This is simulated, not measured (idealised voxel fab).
process module | voxel ribs on slabs
cross-section cut | 235 nm wide | cells 5 nm
A cross-section is a grid of square cells, given in bands from the top down. A band is one or more rows of cells.
Each band's line starts with the height of the band's top and of its bottom, in nm. Then come its materials from left to right, each with its width in nm. One material with "throughout" fills the band from edge to edge. "air" is empty space.
Height 0 is the level under which the wafer as received is all one material. The lowest band goes on downwards, as in "0 down".
A width such as "30 to 40" changes by the same amount from each row of cells to the next, from the band's top row to its bottom row.
"no change" after a step means that no cell of the cross-section changed.
closed voids: empty space of 8 cells or more with no open way to the top, each as width x height at its distance from the left edge, in nm
after a step's settings: what the simulator itself notes on the step
overlay nm, on a step with a mask: how far to the right of its planned place the mask lay; to the left if negative
plan
1 op RECEIVE | material Si
2 op DIRECTIONAL_DEP | material SiO2 | thk nm 25
3 op DIRECTIONAL_DEP | material polySi | thk nm 25
4 op DIRECTIONAL_DEP | material aC | thk nm 15
5 op PATTERN | tone cover | mask id RIB | material resist | width nm 20 | thk nm 30 | overlay nm 0
6 op DIRECTIONAL_ETCH | etch materials aC | depth nm 15
7 op STRIP | etch materials resist
8 op DIRECTIONAL_ETCH | etch materials polySi | depth nm 15
9 op STRIP | etch materials aC
10 op PATTERN | tone cover | mask id SLAB | material resist | width nm 60 | thk nm 20 | overlay nm 0
11 op DIRECTIONAL_ETCH | etch materials polySi | depth nm 10
12 op STRIP | etch materials resist
13 op FILL_DEP | material SiO2 | thk nm 20
14 op CMP | height nm 65
15 op DIRECTIONAL_DEP | material W | thk nm 10
16 op MASKED_ETCH | tone cover | mask id HEATER | width nm 30 | etch materials W | depth nm 10 | overlay nm 0
17 op CONFORMAL_DEP | material SiN | thk nm 10
as received, after step 1
  0 down: Si throughout
  closed voids: none
a wafer at the end: this start, this plan, one mistake
  85 to 75: air 90 | SiN 50 | air 95
  75 to 65: SiN 100 | W 30 | SiN 105
  65 to 60: SiO2 105 | polySi 20 | SiO2 110
  60 to 50: SiO2 85 | polySi 60 | SiO2 90
  50 to 0: SiO2 throughout
  0 down: Si throughout
  closed voids: none
what went wrong: step 2 was run twice
